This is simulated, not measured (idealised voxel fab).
process module | voxel fin reveal
cross-section cut | 250 nm wide | cells 5 nm
A cross-section is a grid of square cells, given in bands from the top down. A band is one or more rows of cells.
Each band's line starts with the height of the band's top and of its bottom, in nm. Then come its materials from left to right, each with its width in nm. One material with "throughout" fills the band from edge to edge. "air" is empty space.
Height 0 is the level under which the wafer as received is all one material. The lowest band goes on downwards, as in "0 down".
A width such as "30 to 40" changes by the same amount from each row of cells to the next, from the band's top row to its bottom row.
"no change" after a step means that no cell of the cross-section changed.
closed voids: empty space of 8 cells or more with no open way to the top, each as width x height at its distance from the left edge, in nm
after a step's settings: what the simulator itself notes on the step
overlay nm, on a step with a mask: how far to the right of its planned place the mask lay; to the left if negative
plan
1 op RECEIVE | material Si
2 op CONFORMAL_DEP | material SiN | thk nm 5
3 op DIRECTIONAL_DEP | material aC | thk nm 15
4 op PATTERN | tone cover | mask id FINS | material resist | width nm 15 | pitch nm 35 | thk nm 30 | overlay nm 0
5 op DIRECTIONAL_ETCH | etch materials aC | depth nm 15
6 op STRIP | etch materials resist
7 op DIRECTIONAL_ETCH | etch materials SiN | depth nm 5
8 op DIRECTIONAL_ETCH | etch materials Si | depth nm 35
9 op STRIP | etch materials aC
10 op OXIDIZE | depth nm 5
11 op FILL_DEP | material SiO2 | thk nm 5
12 op CMP | height nm 5
13 op SELECTIVE_ETCH | etch materials SiO2 | depth nm 20
14 op STRIP | etch materials SiN
15 op CONFORMAL_DEP | material SiO2 | thk nm 5
first wafer, as planned
as received, after step 1
  0 down: Si throughout
  closed voids: none
after step 2
  5 to 0: SiN throughout
  below 0: unchanged
after step 3
  20 to 5: aC throughout
  below 5: unchanged
after step 4
  50 to 20: air 100 | resist 15 | air 20 | resist 15 | air 100
  below 20: unchanged
after step 5
  35 to 20: air 100 | resist 15 | air 20 | resist 15 | air 100
  20 to 5: air 100 | aC 15 | air 20 | aC 15 | air 100
  below 5: unchanged
after step 6
  20 to 5: air 100 | aC 15 | air 20 | aC 15 | air 100
  below 5: unchanged
after step 7
  20 to 5: air 100 | aC 15 | air 20 | aC 15 | air 100
  5 to 0: air 100 | SiN 15 | air 20 | SiN 15 | air 100
  below 0: unchanged
after step 8
  20 to 5: air 100 | aC 15 | air 20 | aC 15 | air 100
  5 to 0: air 100 | SiN 15 | air 20 | SiN 15 | air 100
  0 to -35: air 100 | Si 15 | air 20 | Si 15 | air 100
  below -35: unchanged
after step 9
  5 to 0: air 100 | SiN 15 | air 20 | SiN 15 | air 100
  below 0: unchanged
after step 10
  5 to 0: air 100 | SiN 15 | air 20 | SiN 15 | air 100
  0 to -35: air 100 | SiO2 5 | Si 5 | SiO2 5 | air 20 | SiO2 5 | Si 5 | SiO2 5 | air 100
  -35 to -40: SiO2 105 | Si 5 | SiO2 30 | Si 5 | SiO2 105
  below -40: unchanged
after step 11
  10 to 5: SiO2 throughout
  5 to 0: SiO2 100 | SiN 15 | SiO2 20 | SiN 15 | SiO2 100
  0 to -40: SiO2 105 | Si 5 | SiO2 30 | Si 5 | SiO2 105
  below -40: unchanged
after step 12
  5 to 0: SiO2 100 | SiN 15 | SiO2 20 | SiN 15 | SiO2 100
  below 0: unchanged
after step 13
  5 to 0: air 100 | SiN 15 | air 20 | SiN 15 | air 100
  0 to -15: air 105 | Si 5 | air 30 | Si 5 | air 105
  below -15: unchanged
after step 14
  0 to -15: air 105 | Si 5 | air 30 | Si 5 | air 105
  below -15: unchanged
after step 15
  5 to 0: air 100 | SiO2 15 | air 20 | SiO2 15 | air 100
  0 to -10: air 100 | SiO2 5 | Si 5 | SiO2 5 | air 20 | SiO2 5 | Si 5 | SiO2 5 | air 100
  -10 to -40: SiO2 105 | Si 5 | SiO2 30 | Si 5 | SiO2 105
  below -40: unchanged
second wafer: like start, like plan, one mistake. Through step 7 it matches the first wafer
when step 8 should have ended
  20 to 5: air 100 | aC 15 | air 20 | aC 15 | air 100
  5 to 0: air 100 | SiN 15 | air 20 | SiN 15 | air 100
  0 to -25: air 100 | Si 15 | air 20 | Si 15 | air 100
  below -25: unchanged
when step 9 should have ended
  5 to 0: air 100 | SiN 15 | air 20 | SiN 15 | air 100
  below 0: unchanged
when step 10 should have ended
  5 to 0: air 100 | SiN 15 | air 20 | SiN 15 | air 100
  0 to -25: air 100 | SiO2 5 | Si 5 | SiO2 5 | air 20 | SiO2 5 | Si 5 | SiO2 5 | air 100
  -25 to -30: SiO2 105 | Si 5 | SiO2 30 | Si 5 | SiO2 105
  below -30: unchanged
when step 11 should have ended
  10 to 5: SiO2 throughout
  5 to 0: SiO2 100 | SiN 15 | SiO2 20 | SiN 15 | SiO2 100
  0 to -30: SiO2 105 | Si 5 | SiO2 30 | Si 5 | SiO2 105
  below -30: unchanged
when step 12 should have ended
  5 to 0: SiO2 100 | SiN 15 | SiO2 20 | SiN 15 | SiO2 100
  below 0: unchanged
when step 13 should have ended
  5 to 0: air 100 | SiN 15 | air 20 | SiN 15 | air 100
  0 to -15: air 105 | Si 5 | air 30 | Si 5 | air 105
  below -15: unchanged
when step 14 should have ended
  0 to -15: air 105 | Si 5 | air 30 | Si 5 | air 105
  below -15: unchanged
when step 15 should have ended
  5 to 0: air 100 | SiO2 15 | air 20 | SiO2 15 | air 100
  0 to -10: air 100 | SiO2 5 | Si 5 | SiO2 5 | air 20 | SiO2 5 | Si 5 | SiO2 5 | air 100
  -10 to -30: SiO2 105 | Si 5 | SiO2 30 | Si 5 | SiO2 105
  below -30: unchanged
what went wrong: step 8 ran as: op DIRECTIONAL_ETCH | etch materials Si | depth nm 25
at the end the second wafer has, in cells: 96 more of Si | 96 fewer of SiO2
